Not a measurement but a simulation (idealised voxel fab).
Name of the process module below: voxel wiring stack
Square cells of 5 nm make up the cross-section cut, whose width is 260 nm.
Format of a cross-section: grid, square cells. Given as bands. Order: top down. Band: one or more rows of cells. The entry gives the band's vertical extent as a top height and a bottom height in nm, then its horizontal make-up as materials from left to right, each with a width in nm. "empty" stands for empty space; a single material marked "everywhere" fills the band edge to edge. Where do heights start? At 0: under that level the wafer as delivered is made of one material only. And the lowest band has no floor; it just carries on downward, as in "0 down". Graded width ("30 to 40"): value in top row of band = first number; value in bottom row = second number; row-to-row change constant. "nothing different" means the step left every cell of the cross-section as it was. "Closed void list" contains a list of empty spaces, each no smaller than 8 cells and without an open way to the top, written in the form width x height at distance with the distance from the left edge and all three in nm. On a step's line, text after the settings is the simulator commenting on that step. "overlay nm", when on a step's line for a step with a mask, measures how far to the right of its planned place the mask lay; a negative measure means to the left.

Below is the list of planned process steps
step 1: RECEIVE with material Si
step 2: CONFORMAL_DEP with material SiO2, thk nm 10
step 3: CONFORMAL_DEP with material SiN, thk nm 5
step 4: DIRECTIONAL_DEP with material lowk, thk nm 20
step 5: PATTERN with tone open, mask id METAL_1, material resist, width nm 20, pitch nm 40, thk nm 15, overlay nm 0
step 6: DIRECTIONAL_ETCH with etch materials lowk, depth nm 20
step 7: DIRECTIONAL_ETCH with etch materials SiN, depth nm 5
step 8: STRIP with etch materials resist
step 9: CONFORMAL_DEP with material TiN, thk nm 5
step 10: FILL_DEP with material Cu, thk nm 10
step 11: CMP with height nm 35
step 12: EPI with material Ru, thk nm 5
step 13: FILL_DEP with material SiCN, thk nm 5
step 14: DIRECTIONAL_DEP with material SiO2, thk nm 15
step 15: MASKED_ETCH with tone open, mask id PLUG_1, width nm 15, pitch nm 40, etch materials SiO2, depth nm 15, overlay nm 0
step 16: MASKED_ETCH with tone open, mask id PLUG_1, width nm 15, pitch nm 40, etch materials SiCN, depth nm 5, overlay nm 0
step 17: EPI with material Ru, thk nm 10
step 18: EPI with material Ru, thk nm 10
step 19: CONFORMAL_DEP with material SiN, thk nm 5
step 20: DIRECTIONAL_DEP with material SiO2, thk nm 25
step 21: PATTERN with tone open, mask id METAL_2, material resist, width nm 20, pitch nm 40, thk nm 15, overlay nm 0
step 22: DIRECTIONAL_ETCH with etch materials SiO2, depth nm 25
step 23: DIRECTIONAL_ETCH with etch materials SiN, depth nm 5
step 24: STRIP with etch materials resist
step 25: CONFORMAL_DEP with material TiN, thk nm 5
step 26: FILL_DEP with material W, thk nm 5
step 27: CMP with height nm 90
step 28: EPI with material Ru, thk nm 5
step 29: FILL_DEP with material SiCN, thk nm 5
step 30: DIRECTIONAL_DEP with material lowk, thk nm 35
step 31: MASKED_ETCH with tone open, mask id METAL_3, width nm 20, pitch nm 40, etch materials lowk, depth nm 20, overlay nm 0
step 32: DIRECTIONAL_DEP with material aC, thk nm 15
step 33: PATTERN with tone open, mask id METAL_3_HOLES, material resist, width nm 15, pitch nm 80, thk nm 35, overlay nm 0
step 34: DIRECTIONAL_ETCH with etch materials aC, depth nm 15
step 35: STRIP with etch materials resist
step 36: DIRECTIONAL_ETCH with etch materials lowk, depth nm 15
step 37: DIRECTIONAL_ETCH with etch materials SiCN, depth nm 5
step 38: STRIP with etch materials aC
step 39: CONFORMAL_DEP with material TiN, thk nm 5
step 40: FILL_DEP with material Ru, thk nm 10
step 41: CMP with height nm 135
step 42: CONFORMAL_DEP with material SiCN, thk nm 5

Delivered wafer in cross-section: state after step 1
  0 down  Si everywhere
  Closed void list: none

Cross-section: first of two wafers, module finished, run according to plan
  140 to 135  SiCN everywhere
  135 to 120  60 nm lowk | 5 nm TiN | 10 nm Ru | 5 nm TiN | 20 nm lowk | 5 nm TiN | 10 nm Ru | 5 nm TiN | 20 nm lowk | 5 nm TiN | 10 nm Ru | 5 nm TiN | 20 nm lowk | 5 nm TiN | 10 nm Ru | 5 nm TiN | 60 nm lowk
  120 to 115  60 nm lowk | 5 nm TiN | 5 nm Ru | 10 nm TiN | 20 nm lowk | 20 nm TiN | 20 nm lowk | 5 nm TiN | 5 nm Ru | 10 nm TiN | 20 nm lowk | 20 nm TiN | 60 nm lowk
  115 to 100  60 nm lowk | 5 nm TiN | 5 nm Ru | 5 nm TiN | 65 nm lowk | 5 nm TiN | 5 nm Ru | 5 nm TiN | 105 nm lowk
  100 to 95  60 nm SiCN | 15 nm TiN | 65 nm SiCN | 15 nm TiN | 105 nm SiCN
  95 to 90  55 nm SiCN | 30 nm Ru | 10 nm SiCN | 30 nm Ru | 10 nm SiCN | 30 nm Ru | 10 nm SiCN | 30 nm Ru | 55 nm SiCN
  90 to 65  60 nm SiO2 | 5 nm TiN | 10 nm W | 5 nm TiN | 20 nm SiO2 | 5 nm TiN | 10 nm W | 5 nm TiN | 20 nm SiO2 | 5 nm TiN | 10 nm W | 5 nm TiN | 20 nm SiO2 | 5 nm TiN | 10 nm W | 5 nm TiN | 60 nm SiO2
  65 to 60  60 nm SiN | 20 nm TiN | 20 nm SiN | 20 nm TiN | 20 nm SiN | 20 nm TiN | 20 nm SiN | 20 nm TiN | 60 nm SiN
  60 to 45  60 nm SiO2 | 15 nm Ru | 25 nm SiO2 | 15 nm Ru | 25 nm SiO2 | 15 nm Ru | 25 nm SiO2 | 15 nm Ru | 65 nm SiO2
  45 to 35  60 to 55 nm SiCN | 15 to 30 nm Ru | 25 to 10 nm SiCN | 15 to 30 nm Ru | 25 to 10 nm SiCN | 15 to 30 nm Ru | 25 to 10 nm SiCN | 15 to 30 nm Ru | 65 to 55 nm SiCN
  35 to 15  60 nm lowk | 5 nm TiN | 10 nm Cu | 5 nm TiN | 20 nm lowk | 5 nm TiN | 10 nm Cu | 5 nm TiN | 20 nm lowk | 5 nm TiN | 10 nm Cu | 5 nm TiN | 20 nm lowk | 5 nm TiN | 10 nm Cu | 5 nm TiN | 60 nm lowk
  15 to 10  60 nm SiN | 20 nm TiN | 20 nm SiN | 20 nm TiN | 20 nm SiN | 20 nm TiN | 20 nm SiN | 20 nm TiN | 60 nm SiN
  10 to 0  SiO2 everywhere
  0 down  Si everywhere
  Closed void list: none

Cross-sectional view of the second of two wafers upon completion of the module. This wafer shared its starting condition and process plan with the first; one error was made during its execution
  140 to 135  SiCN everywhere
  135 to 105  60 nm lowk | 5 nm TiN | 10 nm Ru | 5 nm TiN | 20 nm lowk | 5 nm TiN | 10 nm Ru | 5 nm TiN | 20 nm lowk | 5 nm TiN | 10 nm Ru | 5 nm TiN | 20 nm lowk | 5 nm TiN | 10 nm Ru | 5 nm TiN | 60 nm lowk
  105 to 100  60 nm lowk | 5 nm TiN | 5 nm Ru | 10 nm TiN | 20 nm lowk | 20 nm TiN | 20 nm lowk | 5 nm TiN | 5 nm Ru | 10 nm TiN | 20 nm lowk | 20 nm TiN | 60 nm lowk
  100 to 95  60 nm SiCN | 15 nm TiN | 65 nm SiCN | 15 nm TiN | 105 nm SiCN
  95 to 90  55 nm SiCN | 30 nm Ru | 10 nm SiCN | 30 nm Ru | 10 nm SiCN | 30 nm Ru | 10 nm SiCN | 30 nm Ru | 55 nm SiCN
  90 to 65  60 nm SiO2 | 5 nm TiN | 10 nm W | 5 nm TiN | 20 nm SiO2 | 5 nm TiN | 10 nm W | 5 nm TiN | 20 nm SiO2 | 5 nm TiN | 10 nm W | 5 nm TiN | 20 nm SiO2 | 5 nm TiN | 10 nm W | 5 nm TiN | 60 nm SiO2
  65 to 60  60 nm SiN | 20 nm TiN | 20 nm SiN | 20 nm TiN | 20 nm SiN | 20 nm TiN | 20 nm SiN | 20 nm TiN | 60 nm SiN
  60 to 45  60 nm SiO2 | 15 nm Ru | 25 nm SiO2 | 15 nm Ru | 25 nm SiO2 | 15 nm Ru | 25 nm SiO2 | 15 nm Ru | 65 nm SiO2
  45 to 35  60 to 55 nm SiCN | 15 to 30 nm Ru | 25 to 10 nm SiCN | 15 to 30 nm Ru | 25 to 10 nm SiCN | 15 to 30 nm Ru | 25 to 10 nm SiCN | 15 to 30 nm Ru | 65 to 55 nm SiCN
  35 to 15  60 nm lowk | 5 nm TiN | 10 nm Cu | 5 nm TiN | 20 nm lowk | 5 nm TiN | 10 nm Cu | 5 nm TiN | 20 nm lowk | 5 nm TiN | 10 nm Cu | 5 nm TiN | 20 nm lowk | 5 nm TiN | 10 nm Cu | 5 nm TiN | 60 nm lowk
  15 to 10  60 nm SiN | 20 nm TiN | 20 nm SiN | 20 nm TiN | 20 nm SiN | 20 nm TiN | 20 nm SiN | 20 nm TiN | 60 nm SiN
  10 to 0  SiO2 everywhere
  0 down  Si everywhere
  Closed void list: none
Want to know what went wrong? step 31 of the plan was carried out twice
Per the end-of-run cell counts, the second wafer holds more or fewer of some materials than the first: 18 more of Ru, 12 more of TiN, 30 fewer of lowk
